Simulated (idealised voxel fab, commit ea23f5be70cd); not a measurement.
Title: Process Module voxel capacitor over wiring
The cross-section on display is named cut; it measures 290 nm wide, and its cells are 5 nm squares.
Format of a cross-section: grid, square cells. Given as bands. Order: top down. Band: one or more rows of cells. Band entry format. Leading values: height of top, height of bottom, nm. Remainder: materials in left-to-right order, each with its width in nm. Special words: "full width" on a single material, which then fills the band edge to edge; "air", empty space. Heights are expressed relative to 0, this being the level below which the as-received wafer comprises one material exclusively. The lowest band is unbounded in the downward direction and is denoted as in "0 down". Quick explanation for "30..40": the width changes in equal steps down the rows of cells, from the first number in the band's top row to the second number in its bottom row. What does "stayed the same" mean for a step? It means no cell of the cross-section changed in that step. Empty spaces without an open route to the top, at least 8 cells in extent, make up the entry "Trapped cavities"; each is given as width x height at distance, where the distance is measured from the left edge, and all are in nm. Text after the settings on a step's line: the simulator's own remark on that step. For masked steps, "overlay nm" on the step line gives how far right of plan the mask actually lay; a minus sign means it lay to the left.

Process steps - plan:
1: RECEIVE, material Si
2: CONFORMAL_DEP, material SiO2, thk nm 15
3: DIRECTIONAL_DEP, material TiN, thk nm 5
4: DIRECTIONAL_DEP, material W, thk nm 25
5: DIRECTIONAL_DEP, material aC, thk nm 15
6: PATTERN, tone cover, mask id METAL_1, material resist, width nm 30, pitch nm 90, thk nm 30, overlay nm 0
7: DIRECTIONAL_ETCH, etch materials aC, depth nm 15
8: STRIP, etch materials resist
9: DIRECTIONAL_ETCH, etch materials W, depth nm 25
10: DIRECTIONAL_ETCH, etch materials TiN, depth nm 5
11: STRIP, etch materials aC
12: FILL_DEP, material SiO2, thk nm 5
13: CMP, height nm 45
14: CONFORMAL_DEP, material SiCN, thk nm 5
15: DIRECTIONAL_DEP, material lowk, thk nm 20
16: MASKED_ETCH, tone open, mask id PLUG_1, width nm 15, etch materials lowk, depth nm 20, overlay nm 0
17: MASKED_ETCH, tone open, mask id PLUG_1, width nm 15, etch materials SiCN, depth nm 5, overlay nm 0
18: CONFORMAL_DEP, material TiN, thk nm 5
19: FILL_DEP, material W, thk nm 10
20: CMP, height nm 70
21: DIRECTIONAL_DEP, material TiN, thk nm 10
22: DIRECTIONAL_DEP, material Al2O3, thk nm 5
23: DIRECTIONAL_DEP, material TiN, thk nm 10
24: DIRECTIONAL_DEP, material aC, thk nm 15
25: PATTERN, tone cover, mask id UPPER_PLATE, material resist, width nm 65, thk nm 35, overlay nm 0
26: DIRECTIONAL_ETCH, etch materials aC, depth nm 15
27: STRIP, etch materials resist
28: DIRECTIONAL_ETCH, etch materials TiN, depth nm 10
29: DIRECTIONAL_ETCH, etch materials Al2O3, depth nm 5
30: STRIP, etch materials aC
31: PATTERN, tone cover, mask id LOWER_PLATE, material resist, width nm 75, thk nm 15, overlay nm 0
32: DIRECTIONAL_ETCH, etch materials TiN, depth nm 10
33: STRIP, etch materials resist
34: FILL_DEP, material SiO2, thk nm 15
35: CMP, height nm 105
36: MASKED_ETCH, tone open, mask id PLUG_2, width nm 15, etch materials SiO2, depth nm 10, overlay nm 0
37: CONFORMAL_DEP, material TiN, thk nm 5
38: FILL_DEP, material Cu, thk nm 5
39: CMP, height nm 105
40: CONFORMAL_DEP, material SiCN, thk nm 5

The first wafer of two, processed as planned:

as received, after step 1:
0 down | Si full width
Trapped cavities: none

Take a look at the wafer's cross-section after step 2:
15 to 0 | SiO2 full width
Everything below 0 is unchanged.

Take a look at the wafer's cross-section after step 3:
20 to 15 | TiN full width
Everything below 15 is unchanged.

Take a look at the wafer's cross-section after step 4:
45 to 20 | W full width
Everything below 20 is unchanged.

Take a look at the wafer's cross-section after step 5:
60 to 45 | aC full width
Everything below 45 is unchanged.

Take a look at the wafer's cross-section after step 6:
90 to 60 | air: 85, resist: 30, air: 60, resist: 30, air: 85
Everything below 60 is unchanged.

Take a look at the wafer's cross-section after step 7:
75 to 60 | air: 85, resist: 30, air: 60, resist: 30, air: 85
60 to 45 | air: 85, aC: 30, air: 60, aC: 30, air: 85
Everything below 45 is unchanged.

Take a look at the wafer's cross-section after step 8:
60 to 45 | air: 85, aC: 30, air: 60, aC: 30, air: 85
Everything below 45 is unchanged.

Take a look at the wafer's cross-section after step 9:
60 to 45 | air: 85, aC: 30, air: 60, aC: 30, air: 85
45 to 20 | air: 85, W: 30, air: 60, W: 30, air: 85
Everything below 20 is unchanged.

Take a look at the wafer's cross-section after step 10:
60 to 45 | air: 85, aC: 30, air: 60, aC: 30, air: 85
45 to 20 | air: 85, W: 30, air: 60, W: 30, air: 85
20 to 15 | air: 85, TiN: 30, air: 60, TiN: 30, air: 85
Everything below 15 is unchanged.

Take a look at the wafer's cross-section after step 11:
45 to 20 | air: 85, W: 30, air: 60, W: 30, air: 85
Everything below 20 is unchanged.

Take a look at the wafer's cross-section after step 12:
50 to 45 | SiO2 full width
45 to 20 | SiO2: 85, W: 30, SiO2: 60, W: 30, SiO2: 85
20 to 15 | SiO2: 85, TiN: 30, SiO2: 60, TiN: 30, SiO2: 85
Everything below 15 is unchanged.

Take a look at the wafer's cross-section after step 13:
45 to 20 | SiO2: 85, W: 30, SiO2: 60, W: 30, SiO2: 85
Everything below 20 is unchanged.

Take a look at the wafer's cross-section after step 14:
50 to 45 | SiCN full width
Everything below 45 is unchanged.

Take a look at the wafer's cross-section after step 15:
70 to 50 | lowk full width
Everything below 50 is unchanged.

Take a look at the wafer's cross-section after step 16:
70 to 50 | lowk: 100, air: 15, lowk: 175
Everything below 50 is unchanged.

Take a look at the wafer's cross-section after step 17:
70 to 50 | lowk: 100, air: 15, lowk: 175
50 to 45 | SiCN: 100, air: 15, SiCN: 175
Everything below 45 is unchanged.

Take a look at the wafer's cross-section after step 18:
75 to 70 | TiN: 105, air: 5, TiN: 180
70 to 50 | lowk: 100, TiN: 5, air: 5, TiN: 5, lowk: 175
50 to 45 | SiCN: 100, TiN: 15, SiCN: 175
Everything below 45 is unchanged.

Take a look at the wafer's cross-section after step 19:
85 to 75 | W full width
75 to 70 | TiN: 105, W: 5, TiN: 180
70 to 50 | lowk: 100, TiN: 5, W: 5, TiN: 5, lowk: 175
Everything below 50 is unchanged.

Take a look at the wafer's cross-section after step 20:
70 to 50 | lowk: 100, TiN: 5, W: 5, TiN: 5, lowk: 175
Everything below 50 is unchanged.

Take a look at the wafer's cross-section after step 21:
80 to 70 | TiN full width
Everything below 70 is unchanged.

Take a look at the wafer's cross-section after step 22:
85 to 80 | Al2O3 full width
Everything below 80 is unchanged.

Take a look at the wafer's cross-section after step 23:
95 to 85 | TiN full width
Everything below 85 is unchanged.

Take a look at the wafer's cross-section after step 24:
110 to 95 | aC full width
Everything below 95 is unchanged.

Take a look at the wafer's cross-section after step 25:
145 to 110 | air: 100, resist: 65, air: 125
Everything below 110 is unchanged.

Take a look at the wafer's cross-section after step 26:
130 to 110 | air: 100, resist: 65, air: 125
110 to 95 | air: 100, aC: 65, air: 125
Everything below 95 is unchanged.

Take a look at the wafer's cross-section after step 27:
110 to 95 | air: 100, aC: 65, air: 125
Everything below 95 is unchanged.

Take a look at the wafer's cross-section after step 28:
110 to 95 | air: 100, aC: 65, air: 125
95 to 85 | air: 100, TiN: 65, air: 125
Everything below 85 is unchanged.

Take a look at the wafer's cross-section after step 29:
110 to 95 | air: 100, aC: 65, air: 125
95 to 85 | air: 100, TiN: 65, air: 125
85 to 80 | air: 100, Al2O3: 65, air: 125
Everything below 80 is unchanged.

Take a look at the wafer's cross-section after step 30:
95 to 85 | air: 100, TiN: 65, air: 125
Everything below 85 is unchanged.

Take a look at the wafer's cross-section after step 31:
110 to 95 | air: 95, resist: 75, air: 120
95 to 85 | air: 95, resist: 5, TiN: 65, resist: 5, air: 120
85 to 80 | air: 95, resist: 5, Al2O3: 65, resist: 5, air: 120
Everything below 80 is unchanged.

Take a look at the wafer's cross-section after step 32:
110 to 95 | air: 95, resist: 75, air: 120
95 to 85 | air: 95, resist: 5, TiN: 65, resist: 5, air: 120
85 to 80 | air: 95, resist: 5, Al2O3: 65, resist: 5, air: 120
80 to 70 | air: 95, TiN: 75, air: 120
Everything below 70 is unchanged.

Take a look at the wafer's cross-section after step 33:
95 to 85 | air: 100, TiN: 65, air: 125
85 to 80 | air: 100, Al2O3: 65, air: 125
Everything below 80 is unchanged.

Take a look at the wafer's cross-section after step 34:
110 to 95 | SiO2 full width
95 to 85 | SiO2: 100, TiN: 65, SiO2: 125
85 to 80 | SiO2: 100, Al2O3: 65, SiO2: 125
80 to 70 | SiO2: 95, TiN: 75, SiO2: 120
Everything below 70 is unchanged.

Take a look at the wafer's cross-section after step 35:
105 to 95 | SiO2 full width
Everything below 95 is unchanged.

Take a look at the wafer's cross-section after step 36:
105 to 95 | SiO2: 110, air: 15, SiO2: 165
Everything below 95 is unchanged.

Take a look at the wafer's cross-section after step 37:
110 to 105 | TiN: 115, air: 5, TiN: 170
105 to 100 | SiO2: 110, TiN: 5, air: 5, TiN: 5, SiO2: 165
100 to 95 | SiO2: 110, TiN: 15, SiO2: 165
Everything below 95 is unchanged.

Take a look at the wafer's cross-section after step 38:
115 to 110 | Cu full width
110 to 105 | TiN: 115, Cu: 5, TiN: 170
105 to 100 | SiO2: 110, TiN: 5, Cu: 5, TiN: 5, SiO2: 165
Everything below 100 is unchanged.

Take a look at the wafer's cross-section after step 39:
105 to 100 | SiO2: 110, TiN: 5, Cu: 5, TiN: 5, SiO2: 165
Everything below 100 is unchanged.

Take a look at the wafer's cross-section after step 40:
110 to 105 | SiCN full width
Everything below 105 is unchanged.

Wafer two. Same start, same plan, one slip in execution. Same as wafer one through step 21, inclusive:

Cross-sectional representation of the second wafer at the time designated in the plan for the completion of step 22: stayed the same

Cross-sectional representation of the second wafer at the time designated in the plan for the completion of step 23:
90 to 70 | TiN full width
Everything below 70 is unchanged.

Cross-sectional representation of the second wafer at the time designated in the plan for the completion of step 24:
105 to 90 | aC full width
Everything below 90 is unchanged.

Cross-sectional representation of the second wafer at the time designated in the plan for the completion of step 25:
140 to 105 | air: 100, resist: 65, air: 125
Everything below 105 is unchanged.

Cross-sectional representation of the second wafer at the time designated in the plan for the completion of step 26:
125 to 105 | air: 100, resist: 65, air: 125
105 to 90 | air: 100, aC: 65, air: 125
Everything below 90 is unchanged.

Cross-sectional representation of the second wafer at the time designated in the plan for the completion of step 27:
105 to 90 | air: 100, aC: 65, air: 125
Everything below 90 is unchanged.

Cross-sectional representation of the second wafer at the time designated in the plan for the completion of step 28:
105 to 90 | air: 100, aC: 65, air: 125
90 to 80 | air: 100, TiN: 65, air: 125
Everything below 80 is unchanged.

Cross-sectional representation of the second wafer at the time designated in the plan for the completion of step 29: stayed the same

Cross-sectional representation of the second wafer at the time designated in the plan for the completion of step 30:
90 to 80 | air: 100, TiN: 65, air: 125
Everything below 80 is unchanged.

Cross-sectional representation of the second wafer at the time designated in the plan for the completion of step 31:
105 to 90 | air: 95, resist: 75, air: 120
90 to 80 | air: 95, resist: 5, TiN: 65, resist: 5, air: 120
Everything below 80 is unchanged.

Cross-sectional representation of the second wafer at the time designated in the plan for the completion of step 32:
105 to 90 | air: 95, resist: 75, air: 120
90 to 80 | air: 95, resist: 5, TiN: 65, resist: 5, air: 120
80 to 70 | air: 95, TiN: 75, air: 120
Everything below 70 is unchanged.

Cross-sectional representation of the second wafer at the time designated in the plan for the completion of step 33:
90 to 80 | air: 100, TiN: 65, air: 125
Everything below 80 is unchanged.

Cross-sectional representation of the second wafer at the time designated in the plan for the completion of step 34:
105 to 90 | SiO2 full width
90 to 80 | SiO2: 100, TiN: 65, SiO2: 125
80 to 70 | SiO2: 95, TiN: 75, SiO2: 120
Everything below 70 is unchanged.

Cross-sectional representation of the second wafer at the time designated in the plan for the completion of step 35: stayed the same

Cross-sectional representation of the second wafer at the time designated in the plan for the completion of step 36:
105 to 95 | SiO2: 110, air: 15, SiO2: 165
Everything below 95 is unchanged.

Cross-sectional representation of the second wafer at the time designated in the plan for the completion of step 37:
110 to 105 | TiN: 115, air: 5, TiN: 170
105 to 100 | SiO2: 110, TiN: 5, air: 5, TiN: 5, SiO2: 165
100 to 95 | SiO2: 110, TiN: 15, SiO2: 165
Everything below 95 is unchanged.

Cross-sectional representation of the second wafer at the time designated in the plan for the completion of step 38:
115 to 110 | Cu full width
110 to 105 | TiN: 115, Cu: 5, TiN: 170
105 to 100 | SiO2: 110, TiN: 5, Cu: 5, TiN: 5, SiO2: 165
Everything below 100 is unchanged.

Cross-sectional representation of the second wafer at the time designated in the plan for the completion of step 39:
105 to 100 | SiO2: 110, TiN: 5, Cu: 5, TiN: 5, SiO2: 165
Everything below 100 is unchanged.

Cross-sectional representation of the second wafer at the time designated in the plan for the completion of step 40:
110 to 105 | SiCN full width
Everything below 105 is unchanged.
Heads up, the wafer didn't run the way we planned it: execution of step 22 of the plan did not take place, the step having been omitted
Wafer comparison, final, in cells, second relative to first, materials more or fewer: Al2O3 -13; SiO2 +13
